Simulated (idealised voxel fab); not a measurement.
Module name: voxel self aligned contacts (process module)
Displayed cross-section: cut, width of 175 nm, square cells sized 5 nm.
Cross-section, as written here: a square-cell grid given band by band from the top down, where a band holds one or more rows of cells.
It is stipulated that each band's entry specify, in nanometres, the height of the top of the band and then that of its bottom, followed by the materials of the band in left-to-right sequence, each together with its width in nanometres. A single material marked by the word "all across" is understood to fill the band from edge to edge; the word "air" is understood to denote empty space.
All heights in this document are referenced to 0, defined as the level beneath which the wafer, as received, consists entirely of one material. The lowest band is not bounded below; it extends indefinitely downward and is written in the form "z 0 and below".
Width spec "30..40" -> top row of cells at first value, bottom row at second value, equal per-row change in between.
Key: "stayed the same" - step with no changed cell in the cross-section.
Closed-off voids of 8+ cells (no open route to the top) go in "Sealed internal cavities", written width x height at distance from the left edge, in nm.
Whatever follows a step's settings on its line is a remark the simulator itself makes about that step.
For masked steps, "overlay nm" on the step line gives how far right of plan the mask actually lay; a minus sign means it lay to the left.

### Here's what the planned process steps look like
1. op RECEIVE | material Si
2. op CONFORMAL_DEP | material SiO2 | thk nm 5
3. op DIRECTIONAL_DEP | material polySi | thk nm 25
4. op DIRECTIONAL_DEP | material SiN | thk nm 25
5. op MASKED_ETCH | tone cover | mask id GATE | width nm 30 | pitch nm 65 | etch materials SiN | depth nm 25 | overlay nm 0
6. op MASKED_ETCH | tone cover | mask id GATE | width nm 30 | pitch nm 65 | etch materials polySi | depth nm 25 | overlay nm 0
7. op CONFORMAL_DEP | material SiN | thk nm 10
8. op DIRECTIONAL_ETCH | etch materials SiN | depth nm 10
9. op FILL_DEP | material SiO2 | thk nm 10
10. op CMP | height nm 60
11. op MASKED_ETCH | tone open | mask id CONTACT | width nm 45 | etch materials SiO2 | depth nm 60 | overlay nm 0
12. op CONFORMAL_DEP | material TiN | thk nm 5
13. op FILL_DEP | material W | thk nm 5
14. op CMP | height nm 60
15. op CONFORMAL_DEP | material SiN | thk nm 5

### As-received state of the wafer in cross-section, equivalent to post-step 1
- z 0 and below | Si all across
- Sealed internal cavities: none

### First wafer of two, sectioned at end of module; run went per plan
- z 65 to 60 | SiN all across
- z 60 to 55 | SiO2 65  TiN 20  W 5  TiN 20  SiO2 65
- z 55 to 30 | SiO2 30  SiN 50  TiN 5  W 5  TiN 5  SiN 50  SiO2 30
- z 30 to 5 | SiO2 30  SiN 10  polySi 30  SiN 10  TiN 5  W 5  TiN 5  SiN 10  polySi 30  SiN 10  SiO2 30
- z 5 to 0 | SiO2 80  TiN 15  SiO2 80
- z 0 and below | Si all across
- Sealed internal cavities: none

### Wafer two cross-section, module end. Start and plan unchanged from wafer one; one mistake made during the run
- z 65 to 60 | SiN all across
- z 60 to 55 | SiO2 65  TiN 20  W 5  TiN 20  SiO2 65
- z 55 to 40 | SiO2 30  SiN 50  TiN 5  W 5  TiN 5  SiN 50  SiO2 30
- z 40 to 35 | SiO2 30  SiN 50  TiN 15  SiN 50  SiO2 30
- z 35 to 30 | SiN all across
- z 30 to 5 | polySi all across
- z 5 to 0 | SiO2 all across
- z 0 and below | Si all across
- Sealed internal cavities: none
Processing error: contrary to plan, step 5 was performed as op MASKED_ETCH | tone cover | mask id GATE | width nm 30 | pitch nm 65 | etch materials SiN | depth nm 20 | overlay nm 0
End check, counted in cells, second wafer has more or fewer of these materials than the first: SiN: 25 fewer; SiO2: 69 fewer; TiN: 14 fewer; W: 7 fewer; polySi: 115 more
